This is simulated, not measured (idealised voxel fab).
This section sets out a process module, namely voxel ribs on slabs.
The cross-section on display is named cut; it measures 155 nm wide, and its cells are 5 nm squares.
Bands, listed from the top down, are how a cross-section gets written in this document; the cross-section itself is a grid of square cells, and a band is one or more rows of them. Read a band's entry like this: the first values are the height of its top and the height of its bottom in nm, and what follows is the sequence of materials from left to right, each with its width in nm. Note that "empty" is empty space, and that a single material marked "edge to edge" reaches across the band from edge to edge. Basically, 0 is our baseline, since under it the wafer straight out of the box is all one material. The bottom band has no lower end and keeps on going down, so it looks like "0..down". Quick explanation for "30->40": the width changes in equal steps down the rows of cells, from the first number in the band's top row to the second number in its bottom row. Step marked "changes: none"? Then no cell in the cross-section changed in it. If an empty space has no open way to the top and is at least 8 cells in size, "Enclosed void list" lists it, written width x height at distance, where distance is measured from the left edge and every value is in nm. The remark found on a step's line after its settings is issued by the simulator itself and pertains to that step. overlay nm: how far to the right of its planned place the mask lay on this masked step (negative: to the left).
# Process steps foreseen in the plan
step 1: RECEIVE, material Si
step 2: DIRECTIONAL_DEP, material SiO2, thk nm 20
step 3: DIRECTIONAL_DEP, material polySi, thk nm 25
step 4: MASKED_ETCH, tone cover, mask id RIB, width nm 20, etch materials polySi, depth nm 20, overlay nm 0
step 5: MASKED_ETCH, tone cover, mask id SLAB, width nm 70, etch materials polySi, depth nm 5, overlay nm 0
step 6: FILL_DEP, material SiO2, thk nm 20
step 7: CMP, height nm 55
step 8: DIRECTIONAL_DEP, material TiN, thk nm 10
step 9: PATTERN, tone cover, mask id HEATER, material resist, width nm 30, thk nm 20, overlay nm 0
step 10: DIRECTIONAL_ETCH, etch materials TiN, depth nm 10
step 11: STRIP, etch materials resist
step 12: CONFORMAL_DEP, material SiO2, thk nm 5
# Cross-section of the wafer as it came to us, i.e., already through step 1
0..down | Si edge to edge
Enclosed void list: none
# This is how the wafer looks in cross-section once the module is done, given the starting state and plan above and one mistake in carrying the plan out
70..65 | empty 50 | SiO2 50 | empty 55
65..60 | empty 50 | SiO2 5 | TiN 40 | SiO2 5 | empty 55
60..55 | SiO2 55 | TiN 40 | SiO2 60
55..45 | SiO2 edge to edge
45..25 | SiO2 65 | polySi 20 | SiO2 70
25..20 | SiO2 40 | polySi 70 | SiO2 45
20..0 | SiO2 edge to edge
0..down | Si edge to edge
Enclosed void list: none
It is concluded that the wafer was processed incorrectly with respect to the plan, in that note that step 9 departed from the planned setting and was carried out as PATTERN, tone cover, mask id HEATER, material resist, width nm 40, thk nm 20, overlay nm 0
